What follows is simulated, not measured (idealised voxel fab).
process module | voxel self aligned contacts
cross-section cut | 215 nm wide | cells 5 nm
A cross-section is a grid of square cells, given in bands from the top down. A band is one or more rows of cells.
Each band's line starts with the height of the band's top and of its bottom, in nm. Then come its materials from left to right, each with its width in nm. One material with "throughout" fills the band from edge to edge. "air" is empty space.
Height 0 is the level under which the wafer as received is all one material. The lowest band goes on downwards, as in "0 down".
A width such as "30 to 40" changes by the same amount from each row of cells to the next, from the band's top row to its bottom row.
"no change" after a step means that no cell of the cross-section changed.
closed voids: empty space of 8 cells or more with no open way to the top, each as width x height at its distance from the left edge, in nm
after a step's settings: what the simulator itself notes on the step
overlay nm, on a step with a mask: how far to the right of its planned place the mask lay; to the left if negative
Each pair below shows a cross-section before one step and the cross-section after it, down to the lowest band that changed. The line under each pair gives the step between them, with its settings. The pairs can come from different runs of this module on the same starting wafer, so a pair continues from the pair above only where its "before" says so.
before
  0 down: Si throughout
  closed voids: none
after
  5 to 0: SiO2 throughout
  below 0: unchanged
  closed voids: none
the step between: op CONFORMAL_DEP | material SiO2 | thk nm 5
before: the cross-section after the pair above
after
  25 to 5: polySi throughout
  below 5: unchanged
  closed voids: none
the step between: op DIRECTIONAL_DEP | material polySi | thk nm 20
before: the cross-section after the pair above
after
  50 to 25: SiN throughout
  below 25: unchanged
  closed voids: none
the step between: op DIRECTIONAL_DEP | material SiN | thk nm 25
before: the cross-section after the pair above
after
  65 to 50: air 15 | resist 35 | air 40 | resist 35 | air 40 | resist 35 | air 15
  below 50: unchanged
  closed voids: none
the step between: op PATTERN | tone cover | mask id GATE | material resist | width nm 35 | pitch nm 75 | thk nm 15 | overlay nm 0
before: the cross-section after the pair above
after
  65 to 50: air 15 | resist 35 | air 40 | resist 35 | air 40 | resist 35 | air 15
  50 to 25: air 15 | SiN 35 | air 40 | SiN 35 | air 40 | SiN 35 | air 15
  below 25: unchanged
  closed voids: none
the step between: op DIRECTIONAL_ETCH | etch materials SiN | depth nm 25
before: the cross-section after the pair above
after
  65 to 50: air 15 | resist 35 | air 40 | resist 35 | air 40 | resist 35 | air 15
  50 to 25: air 15 | SiN 35 | air 40 | SiN 35 | air 40 | SiN 35 | air 15
  25 to 5: air 15 | polySi 35 | air 40 | polySi 35 | air 40 | polySi 35 | air 15
  below 5: unchanged
  closed voids: none
the step between: op DIRECTIONAL_ETCH | etch materials polySi | depth nm 20
before: the cross-section after the pair above
after
  50 to 25: air 15 | SiN 35 | air 40 | SiN 35 | air 40 | SiN 35 | air 15
  below 25: unchanged
  closed voids: none
the step between: op STRIP | etch materials resist
before: the cross-section after the pair above
after
  60 to 25: air 5 | SiN 55 | air 20 | SiN 55 | air 20 | SiN 55 | air 5
  25 to 15: air 5 | SiN 10 | polySi 35 | SiN 10 | air 20 | SiN 10 | polySi 35 | SiN 10 | air 20 | SiN 10 | polySi 35 | SiN 10 | air 5
  15 to 5: SiN 15 | polySi 35 | SiN 40 | polySi 35 | SiN 40 | polySi 35 | SiN 15
  below 5: unchanged
  closed voids: none
the step between: op CONFORMAL_DEP | material SiN | thk nm 10
before: the cross-section after the pair above
after
  50 to 25: air 5 | SiN 55 | air 20 | SiN 55 | air 20 | SiN 55 | air 5
  25 to 5: air 5 | SiN 10 | polySi 35 | SiN 10 | air 20 | SiN 10 | polySi 35 | SiN 10 | air 20 | SiN 10 | polySi 35 | SiN 10 | air 5
  below 5: unchanged
  closed voids: none
the step between: op DIRECTIONAL_ETCH | etch materials SiN | depth nm 10
before: the cross-section after the pair above
after
  70 to 50: SiO2 throughout
  50 to 25: SiO2 5 | SiN 55 | SiO2 20 | SiN 55 | SiO2 20 | SiN 55 | SiO2 5
  25 to 5: SiO2 5 | SiN 10 | polySi 35 | SiN 10 | SiO2 20 | SiN 10 | polySi 35 | SiN 10 | SiO2 20 | SiN 10 | polySi 35 | SiN 10 | SiO2 5
  below 5: unchanged
  closed voids: none
the step between: op FILL_DEP | material SiO2 | thk nm 20
before: the cross-section after the pair above
after
  60 to 50: SiO2 throughout
  below 50: unchanged
  closed voids: none
the step between: op CMP | height nm 60
before: the cross-section after the pair above
after
  70 to 60: aC throughout
  below 60: unchanged
  closed voids: none
the step between: op DIRECTIONAL_DEP | material aC | thk nm 10
before: the cross-section after the pair above
after
  95 to 70: resist 45 | air 50 | resist 25 | air 50 | resist 45
  below 70: unchanged
  closed voids: none
the step between: op PATTERN | tone open | mask id CONTACT | material resist | width nm 50 | pitch nm 75 | thk nm 25 | overlay nm 0
before: the cross-section after the pair above
after
  85 to 70: resist 45 | air 50 | resist 25 | air 50 | resist 45
  70 to 60: aC 45 | air 50 | aC 25 | air 50 | aC 45
  below 60: unchanged
  closed voids: none
the step between: op DIRECTIONAL_ETCH | etch materials aC | depth nm 10
before: the cross-section after the pair above
after
  70 to 60: aC 45 | air 50 | aC 25 | air 50 | aC 45
  below 60: unchanged
  closed voids: none
the step between: op STRIP | etch materials resist
before: the cross-section after the pair above
after
  70 to 60: aC 45 | air 50 | aC 25 | air 50 | aC 45
  60 to 50: SiO2 45 | air 50 | SiO2 25 | air 50 | SiO2 45
  50 to 25: SiO2 5 | SiN 55 | air 20 | SiN 55 | air 20 | SiN 55 | SiO2 5
  25 to 5: SiO2 5 | SiN 10 | polySi 35 | SiN 10 | air 20 | SiN 10 | polySi 35 | SiN 10 | air 20 | SiN 10 | polySi 35 | SiN 10 | SiO2 5
  5 to 0: SiO2 60 | air 20 | SiO2 55 | air 20 | SiO2 60
  below 0: unchanged
  closed voids: none
the step between: op DIRECTIONAL_ETCH | etch materials SiO2 | depth nm 60
before: the cross-section after the pair above
after
  60 to 50: SiO2 45 | air 50 | SiO2 25 | air 50 | SiO2 45
  below 50: unchanged
  closed voids: none
the step between: op STRIP | etch materials aC
before: the cross-section after the pair above
after
  65 to 60: TiN 50 | air 40 | TiN 35 | air 40 | TiN 50
  60 to 50: SiO2 45 | TiN 5 to 20 | air 40 to 10 | TiN 5 to 20 | SiO2 25 | TiN 5 to 20 | air 40 to 10 | TiN 5 to 20 | SiO2 45
  50 to 25: SiO2 5 | SiN 55 | TiN 5 | air 10 | TiN 5 | SiN 55 | TiN 5 | air 10 | TiN 5 | SiN 55 | SiO2 5
  25 to 5: SiO2 5 | SiN 10 | polySi 35 | SiN 10 | TiN 5 | air 10 | TiN 5 | SiN 10 | polySi 35 | SiN 10 | TiN 5 | air 10 | TiN 5 | SiN 10 | polySi 35 | SiN 10 | SiO2 5
  5 to 0: SiO2 60 | TiN 20 | SiO2 55 | TiN 20 | SiO2 60
  below 0: unchanged
  closed voids: none
the step between: op CONFORMAL_DEP | material TiN | thk nm 5
before: the cross-section after the pair above
after
  75 to 65: Ru throughout
  65 to 60: TiN 50 | Ru 40 | TiN 35 | Ru 40 | TiN 50
  60 to 50: SiO2 45 | TiN 5 to 20 | Ru 40 to 10 | TiN 5 to 20 | SiO2 25 | TiN 5 to 20 | Ru 40 to 10 | TiN 5 to 20 | SiO2 45
  50 to 25: SiO2 5 | SiN 55 | TiN 5 | Ru 10 | TiN 5 | SiN 55 | TiN 5 | Ru 10 | TiN 5 | SiN 55 | SiO2 5
  25 to 5: SiO2 5 | SiN 10 | polySi 35 | SiN 10 | TiN 5 | Ru 10 | TiN 5 | SiN 10 | polySi 35 | SiN 10 | TiN 5 | Ru 10 | TiN 5 | SiN 10 | polySi 35 | SiN 10 | SiO2 5
  below 5: unchanged
  closed voids: none
the step between: op FILL_DEP | material Ru | thk nm 10
before: the cross-section after the pair above
after
  60 to 50: SiO2 45 | TiN 5 to 20 | Ru 40 to 10 | TiN 5 to 20 | SiO2 25 | TiN 5 to 20 | Ru 40 to 10 | TiN 5 to 20 | SiO2 45
  below 50: unchanged
  closed voids: none
the step between: op CMP | height nm 60
before: the cross-section after the pair above
after
  65 to 60: SiCN throughout
  below 60: unchanged
  closed voids: none
the step between: op CONFORMAL_DEP | material SiCN | thk nm 5
before
  50 to 25: air 15 | SiN 35 | air 40 | SiN 35 | air 40 | SiN 35 | air 15
  25 to 5: air 15 | polySi 35 | air 40 | polySi 35 | air 40 | polySi 35 | air 15
  5 to 0: SiO2 throughout
  0 down: Si throughout
  closed voids: none
after
  40 to 25: air 15 | SiN 35 | air 40 | SiN 35 | air 40 | SiN 35 | air 15
  below 25: unchanged
  closed voids: none
the step between: op DIRECTIONAL_ETCH | etch materials SiN | depth nm 10
before: the cross-section after the pair above
after
  60 to 40: SiO2 throughout
  40 to 25: SiO2 15 | SiN 35 | SiO2 40 | SiN 35 | SiO2 40 | SiN 35 | SiO2 15
  25 to 5: SiO2 15 | polySi 35 | SiO2 40 | polySi 35 | SiO2 40 | polySi 35 | SiO2 15
  below 5: unchanged
  closed voids: none
the step between: op FILL_DEP | material SiO2 | thk nm 20
before: the cross-section after the pair above
after
  70 to 60: aC throughout
  below 60: unchanged
  closed voids: none
the step between: op DIRECTIONAL_DEP | material aC | thk nm 10
before: the cross-section after the pair above
after
  95 to 70: resist 45 | air 50 | resist 25 | air 50 | resist 45
  below 70: unchanged
  closed voids: none
the step between: op PATTERN | tone open | mask id CONTACT | material resist | width nm 50 | pitch nm 75 | thk nm 25 | overlay nm 0
before: the cross-section after the pair above
after
  85 to 70: resist 45 | air 50 | resist 25 | air 50 | resist 45
  70 to 60: aC 45 | air 50 | aC 25 | air 50 | aC 45
  below 60: unchanged
  closed voids: none
the step between: op DIRECTIONAL_ETCH | etch materials aC | depth nm 10
before: the cross-section after the pair above
after
  70 to 60: aC 45 | air 50 | aC 25 | air 50 | aC 45
  below 60: unchanged
  closed voids: none
the step between: op STRIP | etch materials resist
before: the cross-section after the pair above
after
  70 to 60: aC 45 | air 50 | aC 25 | air 50 | aC 45
  60 to 40: SiO2 45 | air 50 | SiO2 25 | air 50 | SiO2 45
  40 to 25: SiO2 15 | SiN 35 | air 40 | SiN 35 | air 40 | SiN 35 | SiO2 15
  25 to 5: SiO2 15 | polySi 35 | air 40 | polySi 35 | air 40 | polySi 35 | SiO2 15
  5 to 0: SiO2 50 | air 40 | SiO2 35 | air 40 | SiO2 50
  below 0: unchanged
  closed voids: none
the step between: op DIRECTIONAL_ETCH | etch materials SiO2 | depth nm 60
before: the cross-section after the pair above
after
  60 to 40: SiO2 45 | air 50 | SiO2 25 | air 50 | SiO2 45
  below 40: unchanged
  closed voids: none
the step between: op STRIP | etch materials aC
before: the cross-section after the pair above
after
  65 to 60: TiN 50 | air 40 | TiN 35 | air 40 | TiN 50
  60 to 45: SiO2 45 | TiN 5 | air 40 | TiN 5 | SiO2 25 | TiN 5 | air 40 | TiN 5 | SiO2 45
  45 to 40: SiO2 45 | TiN 10 | air 30 | TiN 10 | SiO2 25 | TiN 10 | air 30 | TiN 10 | SiO2 45
  40 to 25: SiO2 15 | SiN 35 | TiN 5 | air 30 | TiN 5 | SiN 35 | TiN 5 | air 30 | TiN 5 | SiN 35 | SiO2 15
  25 to 5: SiO2 15 | polySi 35 | TiN 5 | air 30 | TiN 5 | polySi 35 | TiN 5 | air 30 | TiN 5 | polySi 35 | SiO2 15
  5 to 0: SiO2 50 | TiN 40 | SiO2 35 | TiN 40 | SiO2 50
  below 0: unchanged
  closed voids: none
the step between: op CONFORMAL_DEP | material TiN | thk nm 5
before: the cross-section after the pair above
after
  75 to 65: Ru throughout
  65 to 60: TiN 50 | Ru 40 | TiN 35 | Ru 40 | TiN 50
  60 to 45: SiO2 45 | TiN 5 | Ru 40 | TiN 5 | SiO2 25 | TiN 5 | Ru 40 | TiN 5 | SiO2 45
  45 to 40: SiO2 45 | TiN 10 | Ru 30 | TiN 10 | SiO2 25 | TiN 10 | Ru 30 | TiN 10 | SiO2 45
  40 to 25: SiO2 15 | SiN 35 | TiN 5 | Ru 30 | TiN 5 | SiN 35 | TiN 5 | Ru 30 | TiN 5 | SiN 35 | SiO2 15
  25 to 5: SiO2 15 | polySi 35 | TiN 5 | Ru 30 | TiN 5 | polySi 35 | TiN 5 | Ru 30 | TiN 5 | polySi 35 | SiO2 15
  below 5: unchanged
  closed voids: none
the step between: op FILL_DEP | material Ru | thk nm 10
before: the cross-section after the pair above
after
  60 to 45: SiO2 45 | TiN 5 | Ru 40 | TiN 5 | SiO2 25 | TiN 5 | Ru 40 | TiN 5 | SiO2 45
  below 45: unchanged
  closed voids: none
the step between: op CMP | height nm 60
before: the cross-section after the pair above
after
  65 to 60: SiCN throughout
  below 60: unchanged
  closed voids: none
the step between: op CONFORMAL_DEP | material SiCN | thk nm 5
before
  50 to 25: SiN throughout
  25 to 5: polySi throughout
  5 to 0: SiO2 throughout
  0 down: Si throughout
  closed voids: none
after
  75 to 25: SiN throughout
  below 25: unchanged
  closed voids: none
the step between: op DIRECTIONAL_DEP | material SiN | thk nm 25
before: the cross-section after the pair above
after
  90 to 75: air 15 | resist 35 | air 40 | resist 35 | air 40 | resist 35 | air 15
  below 75: unchanged
  closed voids: none
the step between: op PATTERN | tone cover | mask id GATE | material resist | width nm 35 | pitch nm 75 | thk nm 15 | overlay nm 0
before: the cross-section after the pair above
after
  90 to 75: air 15 | resist 35 | air 40 | resist 35 | air 40 | resist 35 | air 15
  75 to 50: air 15 | SiN 35 | air 40 | SiN 35 | air 40 | SiN 35 | air 15
  below 50: unchanged
  closed voids: none
the step between: op DIRECTIONAL_ETCH | etch materials SiN | depth nm 25
before: the cross-section after the pair above
after
  75 to 50: air 15 | SiN 35 | air 40 | SiN 35 | air 40 | SiN 35 | air 15
  below 50: unchanged
  closed voids: none
the step between: op STRIP | etch materials resist
before: the cross-section after the pair above
after
  85 to 60: air 5 | SiN 55 | air 20 | SiN 55 | air 20 | SiN 55 | air 5
  60 to 25: SiN throughout
  below 25: unchanged
  closed voids: none
the step between: op CONFORMAL_DEP | material SiN | thk nm 10
before: the cross-section after the pair above
after
  75 to 50: air 5 | SiN 55 | air 20 | SiN 55 | air 20 | SiN 55 | air 5
  below 50: unchanged
  closed voids: none
the step between: op DIRECTIONAL_ETCH | etch materials SiN | depth nm 10
before: the cross-section after the pair above
after
  95 to 75: SiO2 throughout
  75 to 50: SiO2 5 | SiN 55 | SiO2 20 | SiN 55 | SiO2 20 | SiN 55 | SiO2 5
  below 50: unchanged
  closed voids: none
the step between: op FILL_DEP | material SiO2 | thk nm 20
before: the cross-section after the pair above
after
  60 to 50: SiO2 5 | SiN 55 | SiO2 20 | SiN 55 | SiO2 20 | SiN 55 | SiO2 5
  below 50: unchanged
  closed voids: none
the step between: op CMP | height nm 60
before: the cross-section after the pair above
after
  70 to 60: aC throughout
  below 60: unchanged
  closed voids: none
the step between: op DIRECTIONAL_DEP | material aC | thk nm 10
before: the cross-section after the pair above
after
  95 to 70: resist 45 | air 50 | resist 25 | air 50 | resist 45
  below 70: unchanged
  closed voids: none
the step between: op PATTERN | tone open | mask id CONTACT | material resist | width nm 50 | pitch nm 75 | thk nm 25 | overlay nm 0
before: the cross-section after the pair above
after
  85 to 70: resist 45 | air 50 | resist 25 | air 50 | resist 45
  70 to 60: aC 45 | air 50 | aC 25 | air 50 | aC 45
  below 60: unchanged
  closed voids: none
the step between: op DIRECTIONAL_ETCH | etch materials aC | depth nm 10
before: the cross-section after the pair above
after
  70 to 60: aC 45 | air 50 | aC 25 | air 50 | aC 45
  below 60: unchanged
  closed voids: none
the step between: op STRIP | etch materials resist
before: the cross-section after the pair above
after
  70 to 60: aC 45 | air 50 | aC 25 | air 50 | aC 45
  60 to 50: SiO2 5 | SiN 55 | air 20 | SiN 55 | air 20 | SiN 55 | SiO2 5
  below 50: unchanged
  closed voids: none
the step between: op DIRECTIONAL_ETCH | etch materials SiO2 | depth nm 60
before: the cross-section after the pair above
after
  60 to 50: SiO2 5 | SiN 55 | air 20 | SiN 55 | air 20 | SiN 55 | SiO2 5
  below 50: unchanged
  closed voids: none
the step between: op STRIP | etch materials aC
before: the cross-section after the pair above
after
  65 to 60: TiN 65 | air 10 | TiN 65 | air 10 | TiN 65
  60 to 55: SiO2 5 | SiN 55 | TiN 5 | air 10 | TiN 5 | SiN 55 | TiN 5 | air 10 | TiN 5 | SiN 55 | SiO2 5
  55 to 50: SiO2 5 | SiN 55 | TiN 20 | SiN 55 | TiN 20 | SiN 55 | SiO2 5
  below 50: unchanged
  closed voids: none
the step between: op CONFORMAL_DEP | material TiN | thk nm 5
before: the cross-section after the pair above
after
  75 to 65: Ru throughout
  65 to 60: TiN 65 | Ru 10 | TiN 65 | Ru 10 | TiN 65
  60 to 55: SiO2 5 | SiN 55 | TiN 5 | Ru 10 | TiN 5 | SiN 55 | TiN 5 | Ru 10 | TiN 5 | SiN 55 | SiO2 5
  below 55: unchanged
  closed voids: none
the step between: op FILL_DEP | material Ru | thk nm 10
before: the cross-section after the pair above
after
  60 to 55: SiO2 5 | SiN 55 | TiN 5 | Ru 10 | TiN 5 | SiN 55 | TiN 5 | Ru 10 | TiN 5 | SiN 55 | SiO2 5
  below 55: unchanged
  closed voids: none
the step between: op CMP | height nm 60
before: the cross-section after the pair above
after
  65 to 60: SiCN throughout
  below 60: unchanged
  closed voids: none
the step between: op CONFORMAL_DEP | material SiCN | thk nm 5
before
  0 down: Si throughout
  closed voids: none
after
  20 to 0: polySi throughout
  below 0: unchanged
  closed voids: none
the step between: op DIRECTIONAL_DEP | material polySi | thk nm 20
before: the cross-section after the pair above
after
  25 to 20: SiO2 throughout
  below 20: unchanged
  closed voids: none
the step between: op CONFORMAL_DEP | material SiO2 | thk nm 5
before: the cross-section after the pair above
after
  50 to 25: SiN throughout
  below 25: unchanged
  closed voids: none
the step between: op DIRECTIONAL_DEP | material SiN | thk nm 25
before: the cross-section after the pair above
after
  65 to 50: air 15 | resist 35 | air 40 | resist 35 | air 40 | resist 35 | air 15
  below 50: unchanged
  closed voids: none
the step between: op PATTERN | tone cover | mask id GATE | material resist | width nm 35 | pitch nm 75 | thk nm 15 | overlay nm 0
before: the cross-section after the pair above
after
  65 to 50: air 15 | resist 35 | air 40 | resist 35 | air 40 | resist 35 | air 15
  50 to 25: air 15 | SiN 35 | air 40 | SiN 35 | air 40 | SiN 35 | air 15
  below 25: unchanged
  closed voids: none
the step between: op DIRECTIONAL_ETCH | etch materials SiN | depth nm 25
before: the cross-section after the pair above
after
  50 to 25: air 15 | SiN 35 | air 40 | SiN 35 | air 40 | SiN 35 | air 15
  below 25: unchanged
  closed voids: none
the step between: op STRIP | etch materials resist
before: the cross-section after the pair above
after
  60 to 35: air 5 | SiN 55 | air 20 | SiN 55 | air 20 | SiN 55 | air 5
  35 to 25: SiN throughout
  below 25: unchanged
  closed voids: none
the step between: op CONFORMAL_DEP | material SiN | thk nm 10
before: the cross-section after the pair above
after
  50 to 25: air 5 | SiN 55 | air 20 | SiN 55 | air 20 | SiN 55 | air 5
  below 25: unchanged
  closed voids: none
the step between: op DIRECTIONAL_ETCH | etch materials SiN | depth nm 10
before: the cross-section after the pair above
after
  70 to 50: SiO2 throughout
  50 to 25: SiO2 5 | SiN 55 | SiO2 20 | SiN 55 | SiO2 20 | SiN 55 | SiO2 5
  below 25: unchanged
  closed voids: none
the step between: op FILL_DEP | material SiO2 | thk nm 20
before: the cross-section after the pair above
after
  60 to 50: SiO2 throughout
  below 50: unchanged
  closed voids: none
the step between: op CMP | height nm 60
before: the cross-section after the pair above
after
  70 to 60: aC throughout
  below 60: unchanged
  closed voids: none
the step between: op DIRECTIONAL_DEP | material aC | thk nm 10
before: the cross-section after the pair above
after
  95 to 70: resist 45 | air 50 | resist 25 | air 50 | resist 45
  below 70: unchanged
  closed voids: none
the step between: op PATTERN | tone open | mask id CONTACT | material resist | width nm 50 | pitch nm 75 | thk nm 25 | overlay nm 0
before: the cross-section after the pair above
after
  85 to 70: resist 45 | air 50 | resist 25 | air 50 | resist 45
  70 to 60: aC 45 | air 50 | aC 25 | air 50 | aC 45
  below 60: unchanged
  closed voids: none
the step between: op DIRECTIONAL_ETCH | etch materials aC | depth nm 10
before: the cross-section after the pair above
after
  70 to 60: aC 45 | air 50 | aC 25 | air 50 | aC 45
  below 60: unchanged
  closed voids: none
the step between: op STRIP | etch materials resist
before: the cross-section after the pair above
after
  70 to 60: aC 45 | air 50 | aC 25 | air 50 | aC 45
  60 to 50: SiO2 45 | air 50 | SiO2 25 | air 50 | SiO2 45
  50 to 25: SiO2 5 | SiN 55 | air 20 | SiN 55 | air 20 | SiN 55 | SiO2 5
  25 to 20: SiO2 60 | air 20 | SiO2 55 | air 20 | SiO2 60
  below 20: unchanged
  closed voids: none
the step between: op DIRECTIONAL_ETCH | etch materials SiO2 | depth nm 60
before: the cross-section after the pair above
after
  60 to 50: SiO2 45 | air 50 | SiO2 25 | air 50 | SiO2 45
  below 50: unchanged
  closed voids: none
the step between: op STRIP | etch materials aC
before: the cross-section after the pair above
after
  65 to 60: TiN 50 | air 40 | TiN 35 | air 40 | TiN 50
  60 to 50: SiO2 45 | TiN 5 to 20 | air 40 to 10 | TiN 5 to 20 | SiO2 25 | TiN 5 to 20 | air 40 to 10 | TiN 5 to 20 | SiO2 45
  50 to 25: SiO2 5 | SiN 55 | TiN 5 | air 10 | TiN 5 | SiN 55 | TiN 5 | air 10 | TiN 5 | SiN 55 | SiO2 5
  25 to 20: SiO2 60 | TiN 20 | SiO2 55 | TiN 20 | SiO2 60
  below 20: unchanged
  closed voids: none
the step between: op CONFORMAL_DEP | material TiN | thk nm 5
before: the cross-section after the pair above
after
  75 to 65: Ru throughout
  65 to 60: TiN 50 | Ru 40 | TiN 35 | Ru 40 | TiN 50
  60 to 50: SiO2 45 | TiN 5 to 20 | Ru 40 to 10 | TiN 5 to 20 | SiO2 25 | TiN 5 to 20 | Ru 40 to 10 | TiN 5 to 20 | SiO2 45
  50 to 25: SiO2 5 | SiN 55 | TiN 5 | Ru 10 | TiN 5 | SiN 55 | TiN 5 | Ru 10 | TiN 5 | SiN 55 | SiO2 5
  below 25: unchanged
  closed voids: none
the step between: op FILL_DEP | material Ru | thk nm 10
before: the cross-section after the pair above
after
  60 to 50: SiO2 45 | TiN 5 to 20 | Ru 40 to 10 | TiN 5 to 20 | SiO2 25 | TiN 5 to 20 | Ru 40 to 10 | TiN 5 to 20 | SiO2 45
  below 50: unchanged
  closed voids: none
the step between: op CMP | height nm 60
before: the cross-section after the pair above
after
  65 to 60: SiCN throughout
  below 60: unchanged
  closed voids: none
the step between: op CONFORMAL_DEP | material SiCN | thk nm 5
before
  50 to 25: air 15 | SiN 35 | air 40 | SiN 35 | air 40 | SiN 35 | air 15
  25 to 5: air 15 | polySi 35 | air 40 | polySi 35 | air 40 | polySi 35 | air 15
  5 to 0: SiO2 throughout
  0 down: Si throughout
  closed voids: none
after
  65 to 25: SiN 65 | air 10 | SiN 65 | air 10 | SiN 65
  25 to 20: SiN 15 | polySi 35 | SiN 15 | air 10 | SiN 15 | polySi 35 | SiN 15 | air 10 | SiN 15 | polySi 35 | SiN 15
  20 to 5: SiN 15 | polySi 35 | SiN 40 | polySi 35 | SiN 40 | polySi 35 | SiN 15
  below 5: unchanged
  closed voids: none
the step between: op CONFORMAL_DEP | material SiN | thk nm 15
before: the cross-section after the pair above
after
  55 to 25: SiN 65 | air 10 | SiN 65 | air 10 | SiN 65
  25 to 10: SiN 15 | polySi 35 | SiN 15 | air 10 | SiN 15 | polySi 35 | SiN 15 | air 10 | SiN 15 | polySi 35 | SiN 15
  below 10: unchanged
  closed voids: none
the step between: op DIRECTIONAL_ETCH | etch materials SiN | depth nm 10
before: the cross-section after the pair above
after
  75 to 55: SiO2 throughout
  55 to 25: SiN 65 | SiO2 10 | SiN 65 | SiO2 10 | SiN 65
  25 to 10: SiN 15 | polySi 35 | SiN 15 | SiO2 10 | SiN 15 | polySi 35 | SiN 15 | SiO2 10 | SiN 15 | polySi 35 | SiN 15
  below 10: unchanged
  closed voids: none
the step between: op FILL_DEP | material SiO2 | thk nm 20
before: the cross-section after the pair above
after
  60 to 55: SiO2 throughout
  below 55: unchanged
  closed voids: none
the step between: op CMP | height nm 60
before: the cross-section after the pair above
after
  70 to 60: aC throughout
  below 60: unchanged
  closed voids: none
the step between: op DIRECTIONAL_DEP | material aC | thk nm 10
before: the cross-section after the pair above
after
  95 to 70: resist 45 | air 50 | resist 25 | air 50 | resist 45
  below 70: unchanged
  closed voids: none
the step between: op PATTERN | tone open | mask id CONTACT | material resist | width nm 50 | pitch nm 75 | thk nm 25 | overlay nm 0
before: the cross-section after the pair above
after
  85 to 70: resist 45 | air 50 | resist 25 | air 50 | resist 45
  70 to 60: aC 45 | air 50 | aC 25 | air 50 | aC 45
  below 60: unchanged
  closed voids: none
the step between: op DIRECTIONAL_ETCH | etch materials aC | depth nm 10
before: the cross-section after the pair above
after
  70 to 60: aC 45 | air 50 | aC 25 | air 50 | aC 45
  below 60: unchanged
  closed voids: none
the step between: op STRIP | etch materials resist
before: the cross-section after the pair above
after
  70 to 60: aC 45 | air 50 | aC 25 | air 50 | aC 45
  60 to 55: SiO2 45 | air 50 | SiO2 25 | air 50 | SiO2 45
  55 to 25: SiN 65 | air 10 | SiN 65 | air 10 | SiN 65
  25 to 10: SiN 15 | polySi 35 | SiN 15 | air 10 | SiN 15 | polySi 35 | SiN 15 | air 10 | SiN 15 | polySi 35 | SiN 15
  below 10: unchanged
  closed voids: none
the step between: op DIRECTIONAL_ETCH | etch materials SiO2 | depth nm 60
before: the cross-section after the pair above
after
  60 to 55: SiO2 45 | air 50 | SiO2 25 | air 50 | SiO2 45
  below 55: unchanged
  closed voids: none
the step between: op STRIP | etch materials aC
before: the cross-section after the pair above
after
  65 to 60: TiN 50 | air 40 | TiN 35 | air 40 | TiN 50
  60 to 55: SiO2 45 | TiN 50 | SiO2 25 | TiN 50 | SiO2 45
  55 to 25: SiN 65 | TiN 10 | SiN 65 | TiN 10 | SiN 65
  25 to 10: SiN 15 | polySi 35 | SiN 15 | TiN 10 | SiN 15 | polySi 35 | SiN 15 | TiN 10 | SiN 15 | polySi 35 | SiN 15
  below 10: unchanged
  closed voids: none
the step between: op CONFORMAL_DEP | material TiN | thk nm 5
before: the cross-section after the pair above
after
  75 to 65: Ru throughout
  65 to 60: TiN 50 | Ru 40 | TiN 35 | Ru 40 | TiN 50
  below 60: unchanged
  closed voids: none
the step between: op FILL_DEP | material Ru | thk nm 10
before: the cross-section after the pair above
after
  60 to 55: SiO2 45 | TiN 50 | SiO2 25 | TiN 50 | SiO2 45
  below 55: unchanged
  closed voids: none
the step between: op CMP | height nm 60
before: the cross-section after the pair above
after
  65 to 60: SiCN throughout
  below 60: unchanged
  closed voids: none
the step between: op CONFORMAL_DEP | material SiCN | thk nm 5
before
  70 to 60: aC throughout
  60 to 50: SiO2 throughout
  50 to 25: SiO2 5 | SiN 55 | SiO2 20 | SiN 55 | SiO2 20 | SiN 55 | SiO2 5
  25 to 5: SiO2 5 | SiN 10 | polySi 35 | SiN 10 | SiO2 20 | SiN 10 | polySi 35 | SiN 10 | SiO2 20 | SiN 10 | polySi 35 | SiN 10 | SiO2 5
  5 to 0: SiO2 throughout
  0 down: Si throughout
  closed voids: none
after
  95 to 70: resist 40 | air 60 | resist 15 | air 60 | resist 40
  below 70: unchanged
  closed voids: none
the step between: op PATTERN | tone open | mask id CONTACT | material resist | width nm 60 | pitch nm 75 | thk nm 25 | overlay nm 0
before: the cross-section after the pair above
after
  85 to 70: resist 40 | air 60 | resist 15 | air 60 | resist 40
  70 to 60: aC 40 | air 60 | aC 15 | air 60 | aC 40
  below 60: unchanged
  closed voids: none
the step between: op DIRECTIONAL_ETCH | etch materials aC | depth nm 10
before: the cross-section after the pair above
after
  70 to 60: aC 40 | air 60 | aC 15 | air 60 | aC 40
  below 60: unchanged
  closed voids: none
the step between: op STRIP | etch materials resist
before: the cross-section after the pair above
after
  70 to 60: aC 40 | air 60 | aC 15 | air 60 | aC 40
  60 to 50: SiO2 40 | air 60 | SiO2 15 | air 60 | SiO2 40
  50 to 25: SiO2 5 | SiN 55 | air 20 | SiN 55 | air 20 | SiN 55 | SiO2 5
  25 to 5: SiO2 5 | SiN 10 | polySi 35 | SiN 10 | air 20 | SiN 10 | polySi 35 | SiN 10 | air 20 | SiN 10 | polySi 35 | SiN 10 | SiO2 5
  5 to 0: SiO2 60 | air 20 | SiO2 55 | air 20 | SiO2 60
  below 0: unchanged
  closed voids: none
the step between: op DIRECTIONAL_ETCH | etch materials SiO2 | depth nm 60
before: the cross-section after the pair above
after
  60 to 50: SiO2 40 | air 60 | SiO2 15 | air 60 | SiO2 40
  below 50: unchanged
  closed voids: none
the step between: op STRIP | etch materials aC
before: the cross-section after the pair above
after
  65 to 60: TiN 45 | air 50 | TiN 25 | air 50 | TiN 45
  60 to 50: SiO2 40 | TiN 5 to 25 | air 50 to 10 | TiN 5 to 25 | SiO2 15 | TiN 5 to 25 | air 50 to 10 | TiN 5 to 25 | SiO2 40
  50 to 25: SiO2 5 | SiN 55 | TiN 5 | air 10 | TiN 5 | SiN 55 | TiN 5 | air 10 | TiN 5 | SiN 55 | SiO2 5
  25 to 5: SiO2 5 | SiN 10 | polySi 35 | SiN 10 | TiN 5 | air 10 | TiN 5 | SiN 10 | polySi 35 | SiN 10 | TiN 5 | air 10 | TiN 5 | SiN 10 | polySi 35 | SiN 10 | SiO2 5
  5 to 0: SiO2 60 | TiN 20 | SiO2 55 | TiN 20 | SiO2 60
  below 0: unchanged
  closed voids: none
the step between: op CONFORMAL_DEP | material TiN | thk nm 5
before: the cross-section after the pair above
after
  75 to 65: Ru throughout
  65 to 60: TiN 45 | Ru 50 | TiN 25 | Ru 50 | TiN 45
  60 to 50: SiO2 40 | TiN 5 to 25 | Ru 50 to 10 | TiN 5 to 25 | SiO2 15 | TiN 5 to 25 | Ru 50 to 10 | TiN 5 to 25 | SiO2 40
  50 to 25: SiO2 5 | SiN 55 | TiN 5 | Ru 10 | TiN 5 | SiN 55 | TiN 5 | Ru 10 | TiN 5 | SiN 55 | SiO2 5
  25 to 5: SiO2 5 | SiN 10 | polySi 35 | SiN 10 | TiN 5 | Ru 10 | TiN 5 | SiN 10 | polySi 35 | SiN 10 | TiN 5 | Ru 10 | TiN 5 | SiN 10 | polySi 35 | SiN 10 | SiO2 5
  below 5: unchanged
  closed voids: none
the step between: op FILL_DEP | material Ru | thk nm 10
